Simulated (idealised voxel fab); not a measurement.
Presented below is a process module, voxel self aligned vias.
The figure presents cross-section cut, which has a width of 265 nm and is divided into square cells with an edge length of 5 nm.
How to read a cross-section here: the picture is a grid of square cells, written as bands going from the top down, and any band can span one or more rows of cells.
This entry defines a band. It first specifies the height of the band's top and the height of its bottom in nm, and then specifies the band's materials from left to right, stating each material with its width in nm. The word "edge to edge" identifies a single material that fills the band from edge to edge, while the word "blank" identifies empty space.
Heads up on the height convention: 0 is the point under which the incoming wafer is all one material, and the lowest band has no bottom, it just keeps going down, like "0..down".
A two-number width, for instance "30->40", indicates that the width is equal to the first number in the top row of the band and to the second number in the bottom row, and that it changes by a constant amount per row of cells.
No cell of the cross-section changed in a step that is given as "remains unaltered".
This entry, "Enclosed void catalog", enumerates those empty regions of no fewer than 8 cells that possess no open connection to the top. Each region is reported in the form width x height at distance, the distance being taken from the left edge, with all three quantities expressed in nm.
Read whatever lies past the settings on a step's line as the simulator's own remark about the step.
overlay nm: on a step with a mask, how far right of its planned place the mask lay; negative means left.

Process steps - plan
- 1: RECEIVE | material Si
- 2: CONFORMAL_DEP | material SiO2 | thk nm 15
- 3: CONFORMAL_DEP | material SiCN | thk nm 5
- 4: DIRECTIONAL_DEP | material lowk | thk nm 30
- 5: PATTERN | tone open | mask id LINES | material resist | width nm 20 | pitch nm 65 | thk nm 20 | overlay nm 0
- 6: DIRECTIONAL_ETCH | etch materials lowk | depth nm 30
- 7: STRIP | etch materials resist
- 8: CONFORMAL_DEP | material TiN | thk nm 5
- 9: FILL_DEP | material W | thk nm 5
- 10: CMP | height nm 50
- 11: SELECTIVE_ETCH | etch materials W Ru TiN | depth nm 5
- 12: FILL_DEP | material SiN | thk nm 10
- 13: CMP | height nm 50
- 14: DIRECTIONAL_DEP | material lowk | thk nm 20
- 15: DIRECTIONAL_DEP | material aC | thk nm 10
- 16: PATTERN | tone open | mask id VIAS | material resist | width nm 40 | pitch nm 65 | thk nm 30 | overlay nm 0
- 17: DIRECTIONAL_ETCH | etch materials aC | depth nm 10
- 18: STRIP | etch materials resist
- 19: DIRECTIONAL_ETCH | etch materials lowk | depth nm 20
- 20: DIRECTIONAL_ETCH | etch materials SiN | depth nm 5
- 21: STRIP | etch materials aC
- 22: CONFORMAL_DEP | material TiN | thk nm 5
- 23: FILL_DEP | material W | thk nm 5
- 24: CMP | height nm 70
- 25: CONFORMAL_DEP | material SiCN | thk nm 5

First of the two wafers, run per plan

Received-state cross-section, reflecting completion of step 1
> 0..down | Si edge to edge
> Enclosed void catalog: none

Sectional view: wafer, after step 2
> 15..0 | SiO2 edge to edge
> Lower than 0, everything is as it was.

Sectional view: wafer, after step 3
> 20..15 | SiCN edge to edge
> Lower than 15, everything is as it was.

Sectional view: wafer, after step 4
> 50..20 | lowk edge to edge
> Lower than 20, everything is as it was.

Sectional view: wafer, after step 5
> 70..50 | 90 resist / 20 blank / 45 resist / 20 blank / 90 resist
> Lower than 50, everything is as it was.

Sectional view: wafer, after step 6
> 70..50 | 90 resist / 20 blank / 45 resist / 20 blank / 90 resist
> 50..20 | 90 lowk / 20 blank / 45 lowk / 20 blank / 90 lowk
> Lower than 20, everything is as it was.

Sectional view: wafer, after step 7
> 50..20 | 90 lowk / 20 blank / 45 lowk / 20 blank / 90 lowk
> Lower than 20, everything is as it was.

Sectional view: wafer, after step 8
> 55..50 | 95 TiN / 10 blank / 55 TiN / 10 blank / 95 TiN
> 50..25 | 90 lowk / 5 TiN / 10 blank / 5 TiN / 45 lowk / 5 TiN / 10 blank / 5 TiN / 90 lowk
> 25..20 | 90 lowk / 20 TiN / 45 lowk / 20 TiN / 90 lowk
> Lower than 20, everything is as it was.

Sectional view: wafer, after step 9
> 60..55 | W edge to edge
> 55..50 | 95 TiN / 10 W / 55 TiN / 10 W / 95 TiN
> 50..25 | 90 lowk / 5 TiN / 10 W / 5 TiN / 45 lowk / 5 TiN / 10 W / 5 TiN / 90 lowk
> Lower than 25, everything is as it was.

Sectional view: wafer, after step 10
> 50..25 | 90 lowk / 5 TiN / 10 W / 5 TiN / 45 lowk / 5 TiN / 10 W / 5 TiN / 90 lowk
> Lower than 25, everything is as it was.

Sectional view: wafer, after step 11
> 50..45 | 90 lowk / 20 blank / 45 lowk / 20 blank / 90 lowk
> Lower than 45, everything is as it was.

Sectional view: wafer, after step 12
> 60..50 | SiN edge to edge
> 50..45 | 90 lowk / 20 SiN / 45 lowk / 20 SiN / 90 lowk
> Lower than 45, everything is as it was.

Sectional view: wafer, after step 13
> 50..45 | 90 lowk / 20 SiN / 45 lowk / 20 SiN / 90 lowk
> Lower than 45, everything is as it was.

Sectional view: wafer, after step 14
> 70..50 | lowk edge to edge
> Lower than 50, everything is as it was.

Sectional view: wafer, after step 15
> 80..70 | aC edge to edge
> Lower than 70, everything is as it was.

Sectional view: wafer, after step 16
> 110..80 | 80 resist / 40 blank / 25 resist / 40 blank / 80 resist
> Lower than 80, everything is as it was.

Sectional view: wafer, after step 17
> 100..80 | 80 resist / 40 blank / 25 resist / 40 blank / 80 resist
> 80..70 | 80 aC / 40 blank / 25 aC / 40 blank / 80 aC
> Lower than 70, everything is as it was.

Sectional view: wafer, after step 18
> 80..70 | 80 aC / 40 blank / 25 aC / 40 blank / 80 aC
> Lower than 70, everything is as it was.

Sectional view: wafer, after step 19
> 80..70 | 80 aC / 40 blank / 25 aC / 40 blank / 80 aC
> 70..50 | 80 lowk / 40 blank / 25 lowk / 40 blank / 80 lowk
> Lower than 50, everything is as it was.

Sectional view: wafer, after step 20
> 80..70 | 80 aC / 40 blank / 25 aC / 40 blank / 80 aC
> 70..50 | 80 lowk / 40 blank / 25 lowk / 40 blank / 80 lowk
> 50..45 | 90 lowk / 20 blank / 45 lowk / 20 blank / 90 lowk
> Lower than 45, everything is as it was.

Sectional view: wafer, after step 21
> 70..50 | 80 lowk / 40 blank / 25 lowk / 40 blank / 80 lowk
> Lower than 50, everything is as it was.

Sectional view: wafer, after step 22
> 75..70 | 85 TiN / 30 blank / 35 TiN / 30 blank / 85 TiN
> 70..55 | 80 lowk / 5 TiN / 30 blank / 5 TiN / 25 lowk / 5 TiN / 30 blank / 5 TiN / 80 lowk
> 55..50 | 80 lowk / 15 TiN / 10 blank / 15 TiN / 25 lowk / 15 TiN / 10 blank / 15 TiN / 80 lowk
> 50..45 | 90 lowk / 20 TiN / 45 lowk / 20 TiN / 90 lowk
> Lower than 45, everything is as it was.

Sectional view: wafer, after step 23
> 80..75 | W edge to edge
> 75..70 | 85 TiN / 30 W / 35 TiN / 30 W / 85 TiN
> 70..55 | 80 lowk / 5 TiN / 30 W / 5 TiN / 25 lowk / 5 TiN / 30 W / 5 TiN / 80 lowk
> 55..50 | 80 lowk / 15 TiN / 10 W / 15 TiN / 25 lowk / 15 TiN / 10 W / 15 TiN / 80 lowk
> Lower than 50, everything is as it was.

Sectional view: wafer, after step 24
> 70..55 | 80 lowk / 5 TiN / 30 W / 5 TiN / 25 lowk / 5 TiN / 30 W / 5 TiN / 80 lowk
> Lower than 55, everything is as it was.

Sectional view: wafer, after step 25
> 75..70 | SiCN edge to edge
> Lower than 70, everything is as it was.

Notes, second wafer: start = first wafer's, plan = first wafer's, execution had one mistake; history identical to first through step 1

Cross-section of the second wafer at the time step 2 of the plan should have ended
> 5..0 | SiCN edge to edge
> Lower than 0, everything is as it was.

Cross-section of the second wafer at the time step 3 of the plan should have ended
> 20..5 | SiO2 edge to edge
> Lower than 5, everything is as it was.

Cross-section of the second wafer at the time step 4 of the plan should have ended
> 50..20 | lowk edge to edge
> Lower than 20, everything is as it was.

Cross-section of the second wafer at the time step 5 of the plan should have ended
> 70..50 | 90 resist / 20 blank / 45 resist / 20 blank / 90 resist
> Lower than 50, everything is as it was.

Cross-section of the second wafer at the time step 6 of the plan should have ended
> 70..50 | 90 resist / 20 blank / 45 resist / 20 blank / 90 resist
> 50..20 | 90 lowk / 20 blank / 45 lowk / 20 blank / 90 lowk
> Lower than 20, everything is as it was.

Cross-section of the second wafer at the time step 7 of the plan should have ended
> 50..20 | 90 lowk / 20 blank / 45 lowk / 20 blank / 90 lowk
> Lower than 20, everything is as it was.

Cross-section of the second wafer at the time step 8 of the plan should have ended
> 55..50 | 95 TiN / 10 blank / 55 TiN / 10 blank / 95 TiN
> 50..25 | 90 lowk / 5 TiN / 10 blank / 5 TiN / 45 lowk / 5 TiN / 10 blank / 5 TiN / 90 lowk
> 25..20 | 90 lowk / 20 TiN / 45 lowk / 20 TiN / 90 lowk
> Lower than 20, everything is as it was.

Cross-section of the second wafer at the time step 9 of the plan should have ended
> 60..55 | W edge to edge
> 55..50 | 95 TiN / 10 W / 55 TiN / 10 W / 95 TiN
> 50..25 | 90 lowk / 5 TiN / 10 W / 5 TiN / 45 lowk / 5 TiN / 10 W / 5 TiN / 90 lowk
> Lower than 25, everything is as it was.

Cross-section of the second wafer at the time step 10 of the plan should have ended
> 50..25 | 90 lowk / 5 TiN / 10 W / 5 TiN / 45 lowk / 5 TiN / 10 W / 5 TiN / 90 lowk
> Lower than 25, everything is as it was.

Cross-section of the second wafer at the time step 11 of the plan should have ended
> 50..45 | 90 lowk / 20 blank / 45 lowk / 20 blank / 90 lowk
> Lower than 45, everything is as it was.

Cross-section of the second wafer at the time step 12 of the plan should have ended
> 60..50 | SiN edge to edge
> 50..45 | 90 lowk / 20 SiN / 45 lowk / 20 SiN / 90 lowk
> Lower than 45, everything is as it was.

Cross-section of the second wafer at the time step 13 of the plan should have ended
> 50..45 | 90 lowk / 20 SiN / 45 lowk / 20 SiN / 90 lowk
> Lower than 45, everything is as it was.

Cross-section of the second wafer at the time step 14 of the plan should have ended
> 70..50 | lowk edge to edge
> Lower than 50, everything is as it was.

Cross-section of the second wafer at the time step 15 of the plan should have ended
> 80..70 | aC edge to edge
> Lower than 70, everything is as it was.

Cross-section of the second wafer at the time step 16 of the plan should have ended
> 110..80 | 80 resist / 40 blank / 25 resist / 40 blank / 80 resist
> Lower than 80, everything is as it was.

Cross-section of the second wafer at the time step 17 of the plan should have ended
> 100..80 | 80 resist / 40 blank / 25 resist / 40 blank / 80 resist
> 80..70 | 80 aC / 40 blank / 25 aC / 40 blank / 80 aC
> Lower than 70, everything is as it was.

Cross-section of the second wafer at the time step 18 of the plan should have ended
> 80..70 | 80 aC / 40 blank / 25 aC / 40 blank / 80 aC
> Lower than 70, everything is as it was.

Cross-section of the second wafer at the time step 19 of the plan should have ended
> 80..70 | 80 aC / 40 blank / 25 aC / 40 blank / 80 aC
> 70..50 | 80 lowk / 40 blank / 25 lowk / 40 blank / 80 lowk
> Lower than 50, everything is as it was.

Cross-section of the second wafer at the time step 20 of the plan should have ended
> 80..70 | 80 aC / 40 blank / 25 aC / 40 blank / 80 aC
> 70..50 | 80 lowk / 40 blank / 25 lowk / 40 blank / 80 lowk
> 50..45 | 90 lowk / 20 blank / 45 lowk / 20 blank / 90 lowk
> Lower than 45, everything is as it was.

Cross-section of the second wafer at the time step 21 of the plan should have ended
> 70..50 | 80 lowk / 40 blank / 25 lowk / 40 blank / 80 lowk
> Lower than 50, everything is as it was.

Cross-section of the second wafer at the time step 22 of the plan should have ended
> 75..70 | 85 TiN / 30 blank / 35 TiN / 30 blank / 85 TiN
> 70..55 | 80 lowk / 5 TiN / 30 blank / 5 TiN / 25 lowk / 5 TiN / 30 blank / 5 TiN / 80 lowk
> 55..50 | 80 lowk / 15 TiN / 10 blank / 15 TiN / 25 lowk / 15 TiN / 10 blank / 15 TiN / 80 lowk
> 50..45 | 90 lowk / 20 TiN / 45 lowk / 20 TiN / 90 lowk
> Lower than 45, everything is as it was.

Cross-section of the second wafer at the time step 23 of the plan should have ended
> 80..75 | W edge to edge
> 75..70 | 85 TiN / 30 W / 35 TiN / 30 W / 85 TiN
> 70..55 | 80 lowk / 5 TiN / 30 W / 5 TiN / 25 lowk / 5 TiN / 30 W / 5 TiN / 80 lowk
> 55..50 | 80 lowk / 15 TiN / 10 W / 15 TiN / 25 lowk / 15 TiN / 10 W / 15 TiN / 80 lowk
> Lower than 50, everything is as it was.

Cross-section of the second wafer at the time step 24 of the plan should have ended
> 70..55 | 80 lowk / 5 TiN / 30 W / 5 TiN / 25 lowk / 5 TiN / 30 W / 5 TiN / 80 lowk
> Lower than 55, everything is as it was.

Cross-section of the second wafer at the time step 25 of the plan should have ended
> 75..70 | SiCN edge to edge
> Lower than 70, everything is as it was.
Deviation noted in wafer processing: contrary to the plan, steps 2 and 3 were processed in exchanged order
Same inventory, different map: at the end, the second wafer holds as many cells of each material as the first, placed elsewhere.
